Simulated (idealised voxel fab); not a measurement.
Process module name: voxel tone inversion
This is section cut - it's 280 nm across, gridded in 5 nm square cells.
Cross-section, as written here: a square-cell grid given band by band from the top down, where a band holds one or more rows of cells. Band: top height; bottom height; in nm. Then, left to right: material with width in nm, for each material. "throughout": a single material spanning edge to edge. "air": empty space. Heights are reckoned from 0. Under this level, the received wafer is all of one material. The bottommost band is open-ended downward, for example "0 down". You'd read "30 to 40" like this: the band's top row of cells is as wide as the first number, its bottom row is as wide as the second, and going down, every row changes width by the same amount as the row before did. Step note "no modification" = no cross-section cell changed. "Closed void register" specifies each empty space that is not open to the top and that occupies no fewer than 8 cells, using the form width x height at distance, the distance measured from the left edge and all three quantities in nm. Read whatever lies past the settings on a step's line as the simulator's own remark about the step. "overlay nm" answers the question of how far to the right of plan the mask lay on a step that has a mask, and when it is negative the answer is to the left.

**The process steps that were planned are listed below**
1 RECEIVE [material Si]
2 CONFORMAL_DEP [material SiCN] [thk nm 10]
3 DIRECTIONAL_DEP [material aC] [thk nm 20]
4 PATTERN [tone cover] [mask id POSTS] [material resist] [width nm 15] [pitch nm 30] [thk nm 30] [overlay nm 0]
5 DIRECTIONAL_ETCH [etch materials aC] [depth nm 20]
6 STRIP [etch materials resist]
7 FILL_DEP [material SiO2] [thk nm 5]
8 CMP [height nm 30]
9 STRIP [etch materials aC]

**Run as planned: first of two wafers**

**Cross-section of the wafer as it came to us, i.e., already through step 1**
> 0 down | Si throughout
> Closed void register: none

**Step 2 done - wafer cross-section**
> 10 to 0 | SiCN throughout
> Everything under 0 stays put, no change at all.

**Step 3 done - wafer cross-section**
> 30 to 10 | aC throughout
> Everything under 10 stays put, no change at all.

**Step 4 done - wafer cross-section**
> 60 to 30 | 100 of air, then 15 of resist, then 15 of air, then 15 of resist, then 15 of air, then 15 of resist, then 105 of air
> Everything under 30 stays put, no change at all.

**Step 5 done - wafer cross-section**
> 40 to 30 | 100 of air, then 15 of resist, then 15 of air, then 15 of resist, then 15 of air, then 15 of resist, then 105 of air
> 30 to 10 | 100 of air, then 15 of aC, then 15 of air, then 15 of aC, then 15 of air, then 15 of aC, then 105 of air
> Everything under 10 stays put, no change at all.

**Step 6 done - wafer cross-section**
> 30 to 10 | 100 of air, then 15 of aC, then 15 of air, then 15 of aC, then 15 of air, then 15 of aC, then 105 of air
> Everything under 10 stays put, no change at all.

**Step 7 done - wafer cross-section**
> 35 to 30 | SiO2 throughout
> 30 to 10 | 100 of SiO2, then 15 of aC, then 15 of SiO2, then 15 of aC, then 15 of SiO2, then 15 of aC, then 105 of SiO2
> Everything under 10 stays put, no change at all.

**Step 8 done - wafer cross-section**
> 30 to 10 | 100 of SiO2, then 15 of aC, then 15 of SiO2, then 15 of aC, then 15 of SiO2, then 15 of aC, then 105 of SiO2
> Everything under 10 stays put, no change at all.

**Step 9 done - wafer cross-section**
> 30 to 10 | 100 of SiO2, then 15 of air, then 15 of SiO2, then 15 of air, then 15 of SiO2, then 15 of air, then 105 of SiO2
> Everything under 10 stays put, no change at all.

**Second of two: same start, same plan, one run error; steps up to and including 3 match the first**

**Look at the second wafer in cross-section at the time step 4 ought to have finished**
> 60 to 30 | 95 of air, then 15 of resist, then 15 of air, then 15 of resist, then 15 of air, then 15 of resist, then 110 of air
> Everything under 30 stays put, no change at all.

**Look at the second wafer in cross-section at the time step 5 ought to have finished**
> 40 to 30 | 95 of air, then 15 of resist, then 15 of air, then 15 of resist, then 15 of air, then 15 of resist, then 110 of air
> 30 to 10 | 95 of air, then 15 of aC, then 15 of air, then 15 of aC, then 15 of air, then 15 of aC, then 110 of air
> Everything under 10 stays put, no change at all.

**Look at the second wafer in cross-section at the time step 6 ought to have finished**
> 30 to 10 | 95 of air, then 15 of aC, then 15 of air, then 15 of aC, then 15 of air, then 15 of aC, then 110 of air
> Everything under 10 stays put, no change at all.

**Look at the second wafer in cross-section at the time step 7 ought to have finished**
> 35 to 30 | SiO2 throughout
> 30 to 10 | 95 of SiO2, then 15 of aC, then 15 of SiO2, then 15 of aC, then 15 of SiO2, then 15 of aC, then 110 of SiO2
> Everything under 10 stays put, no change at all.

**Look at the second wafer in cross-section at the time step 8 ought to have finished**
> 30 to 10 | 95 of SiO2, then 15 of aC, then 15 of SiO2, then 15 of aC, then 15 of SiO2, then 15 of aC, then 110 of SiO2
> Everything under 10 stays put, no change at all.

**Look at the second wafer in cross-section at the time step 9 ought to have finished**
> 30 to 10 | 95 of SiO2, then 15 of air, then 15 of SiO2, then 15 of air, then 15 of SiO2, then 15 of air, then 110 of SiO2
> Everything under 10 stays put, no change at all.
The plan and the run diverged here: not per plan at step 4, really ran PATTERN [tone cover] [mask id POSTS] [material resist] [width nm 15] [pitch nm 30] [thk nm 30] [overlay nm -5]
Matching per-material cell counts, mismatched positions: that is how the second wafer compares with the first at the end.
